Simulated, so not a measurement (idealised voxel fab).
process module | voxel released beams
cross-section cut | 220 nm wide | cells 5 nm
A cross-section is a grid of square cells, given in bands from the top down. A band is one or more rows of cells.
Each band's line starts with the height of the band's top and of its bottom, in nm. Then come its materials from left to right, each with its width in nm. One material with "throughout" fills the band from edge to edge. "air" is empty space.
Height 0 is the level under which the wafer as received is all one material. The lowest band goes on downwards, as in "0 down".
A width such as "30 to 40" changes by the same amount from each row of cells to the next, from the band's top row to its bottom row.
"no change" after a step means that no cell of the cross-section changed.
closed voids: empty space of 8 cells or more with no open way to the top, each as width x height at its distance from the left edge, in nm
after a step's settings: what the simulator itself notes on the step
overlay nm, on a step with a mask: how far to the right of its planned place the mask lay; to the left if negative
plan
1 op RECEIVE | material Si
2 op CONFORMAL_DEP | material Al2O3 | thk nm 10
3 op DIRECTIONAL_DEP | material SiO2 | thk nm 10
4 op PATTERN | tone open | mask id ANCHOR | material resist | width nm 35 | thk nm 15 | overlay nm 0
5 op DIRECTIONAL_ETCH | etch materials SiO2 | depth nm 10
6 op STRIP | etch materials resist
7 op CONFORMAL_DEP | material polySi | thk nm 15
8 op DIRECTIONAL_DEP | material aC | thk nm 15
9 op PATTERN | tone cover | mask id BEAM | material resist | width nm 85 | thk nm 30 | overlay nm 0
10 op DIRECTIONAL_ETCH | etch materials aC | depth nm 15
11 op STRIP | etch materials resist
12 op DIRECTIONAL_ETCH | etch materials polySi | depth nm 15
13 op STRIP | etch materials aC
14 op STRIP | etch materials SiO2
first wafer, as planned
as received, after step 1
  0 down: Si throughout
  closed voids: none
after step 2
  10 to 0: Al2O3 throughout
  below 0: unchanged
after step 3
  20 to 10: SiO2 throughout
  below 10: unchanged
after step 4
  35 to 20: resist 70 | air 35 | resist 115
  below 20: unchanged
after step 5
  35 to 20: resist 70 | air 35 | resist 115
  20 to 10: SiO2 70 | air 35 | SiO2 115
  below 10: unchanged
after step 6
  20 to 10: SiO2 70 | air 35 | SiO2 115
  below 10: unchanged
after step 7
  35 to 25: polySi 85 | air 5 | polySi 130
  25 to 20: polySi throughout
  20 to 10: SiO2 70 | polySi 35 | SiO2 115
  below 10: unchanged
after step 8
  50 to 40: aC 85 | air 5 | aC 130
  40 to 35: aC throughout
  35 to 25: polySi 85 | aC 5 | polySi 130
  below 25: unchanged
after step 9
  80 to 50: air 65 | resist 85 | air 70
  50 to 40: aC 85 | resist 5 | aC 130
  below 40: unchanged
after step 10
  65 to 50: air 65 | resist 85 | air 70
  50 to 40: air 65 | aC 20 | resist 5 | aC 60 | air 70
  40 to 35: air 65 | aC 85 | air 70
  below 35: unchanged
after step 11
  50 to 40: air 65 | aC 20 | air 5 | aC 60 | air 70
  below 40: unchanged
after step 12
  50 to 40: air 65 | aC 20 | air 5 | aC 60 | air 70
  40 to 35: air 65 | aC 85 | air 70
  35 to 25: air 65 | polySi 20 | aC 5 | polySi 60 | air 70
  25 to 20: air 65 | polySi 85 | air 70
  below 20: unchanged
after step 13
  35 to 25: air 65 | polySi 20 | air 5 | polySi 60 | air 70
  below 25: unchanged
after step 14
  35 to 25: air 65 | polySi 20 | air 5 | polySi 60 | air 70
  25 to 20: air 65 | polySi 85 | air 70
  20 to 10: air 70 | polySi 35 | air 115
  below 10: unchanged
second wafer: like start, like plan, one mistake. Through step 6 it matches the first wafer
when step 7 should have ended
  50 to 20: polySi throughout
  20 to 10: SiO2 70 | polySi 35 | SiO2 115
  below 10: unchanged
when step 8 should have ended
  65 to 50: aC throughout
  below 50: unchanged
when step 9 should have ended
  95 to 65: air 65 | resist 85 | air 70
  below 65: unchanged
when step 10 should have ended
  80 to 65: air 65 | resist 85 | air 70
  65 to 50: air 65 | aC 85 | air 70
  below 50: unchanged
when step 11 should have ended
  65 to 50: air 65 | aC 85 | air 70
  below 50: unchanged
when step 12 should have ended
  65 to 50: air 65 | aC 85 | air 70
  50 to 35: air 65 | polySi 85 | air 70
  below 35: unchanged
when step 13 should have ended
  50 to 35: air 65 | polySi 85 | air 70
  below 35: unchanged
when step 14 should have ended: no change
what went wrong: step 7 was run twice
at the end the second wafer has, in cells: 74 more of SiO2 | 134 more of polySi
